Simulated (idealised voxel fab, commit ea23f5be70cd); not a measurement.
Name of the process module below: voxel ribs on slabs
Pictured: cross-section cut, 285 nm wide, on a grid of 5 nm square cells.
In what follows, cross-sections appear as grids of square cells, described through bands that run from the top down, where every band is one or more rows of cells.
Quick guide to a band line: top height, bottom height (nm) up front; then every material left to right with its width in nm. Only one material and it's marked "throughout"? Then it fills the band edge to edge. And "empty" just means empty space.
Measure heights from 0. That's the level where, below it, the as-received wafer is all one material. The lowest band is bottomless and extends downward; write it as in "from 0 down".
The width entry "30 to 40" should be interpreted row by row: the top row of cells in the band takes the first number, the bottom row takes the second number, and the change between adjacent rows is uniform throughout.
Take "left unchanged" at face value: in the step it is given for, the cross-section changed in none of its cells.
So "Fully sealed cavities" is basically the list of trapped voids: any empty space of 8 cells or more that can't reach the top through an opening. They're written width x height at distance, the distance being from the left edge, and it's all nm.
That trailing text on a step's line, after the settings, is the simulator's own remark on the step.
What "overlay nm" on a step's line means: if the step has a mask, that mask lay this far to the right of its planned place, or, when the value is negative, to the left.
**Process steps (planned)**
- 1: RECEIVE, material Si
- 2: DIRECTIONAL_DEP, material SiO2, thk nm 30
- 3: DIRECTIONAL_DEP, material SiN, thk nm 25
- 4: DIRECTIONAL_DEP, material aC, thk nm 10
- 5: PATTERN, tone cover, mask id RIB, material resist, width nm 30, thk nm 25, overlay nm 0
- 6: DIRECTIONAL_ETCH, etch materials aC, depth nm 10
- 7: STRIP, etch materials resist
- 8: DIRECTIONAL_ETCH, etch materials SiN, depth nm 5
- 9: STRIP, etch materials aC
- 10: MASKED_ETCH, tone cover, mask id SLAB, width nm 60, etch materials SiN, depth nm 20, overlay nm 0
- 11: FILL_DEP, material SiO2, thk nm 25
- 12: CMP, height nm 70
- 13: DIRECTIONAL_DEP, material TiN, thk nm 10
- 14: PATTERN, tone cover, mask id HEATER, material resist, width nm 40, thk nm 20, overlay nm 0
- 15: DIRECTIONAL_ETCH, etch materials TiN, depth nm 5
- 16: STRIP, etch materials resist
- 17: CONFORMAL_DEP, material SiN, thk nm 5
For clarity, it should be stated that the wafers under discussion commence in an identical condition and differ with respect to the depth nm of step 15, the plan indicating the value that the first wafer had.
**Received wafers, first of several: cross-section after step 1**
from 0 down: Si throughout
Fully sealed cavities: none
**Wafer cross-section (first of several) - module end, post step 17 (last step)**
from 85 to 80: empty 115  SiN 50  empty 120
from 80 to 75: SiN 120  TiN 40  SiN 125
from 75 to 70: TiN throughout
from 70 to 55: SiO2 throughout
from 55 to 50: SiO2 125  SiN 30  SiO2 130
from 50 to 30: SiO2 110  SiN 60  SiO2 115
from 30 to 0: SiO2 throughout
from 0 down: Si throughout
Fully sealed cavities: none
**Of the several wafers, the last: cross-section at the end of the module**
from 85 to 80: empty 115  SiN 50  empty 120
from 80 to 75: empty 115  SiN 5  TiN 40  SiN 5  empty 120
from 75 to 70: SiN 120  TiN 40  SiN 125
from 70 to 55: SiO2 throughout
from 55 to 50: SiO2 125  SiN 30  SiO2 130
from 50 to 30: SiO2 110  SiN 60  SiO2 115
from 30 to 0: SiO2 throughout
from 0 down: Si throughout
Fully sealed cavities: none
**Basically each wafer gets a line in the table, showing it at the end of the module: material by material, the cells it gained (+) or lost (-) since we got it, then its closed voids**
depth nm 5; +113 SiN; +744 SiO2; +65 TiN; Fully sealed cavities: none
depth nm 10; +115 SiN; +744 SiO2; +16 TiN; Fully sealed cavities: none
depth nm 15; +115 SiN; +744 SiO2; +16 TiN; Fully sealed cavities: none
depth nm 20; +115 SiN; +744 SiO2; +16 TiN; Fully sealed cavities: none
depth nm 25; +115 SiN; +744 SiO2; +16 TiN; Fully sealed cavities: none
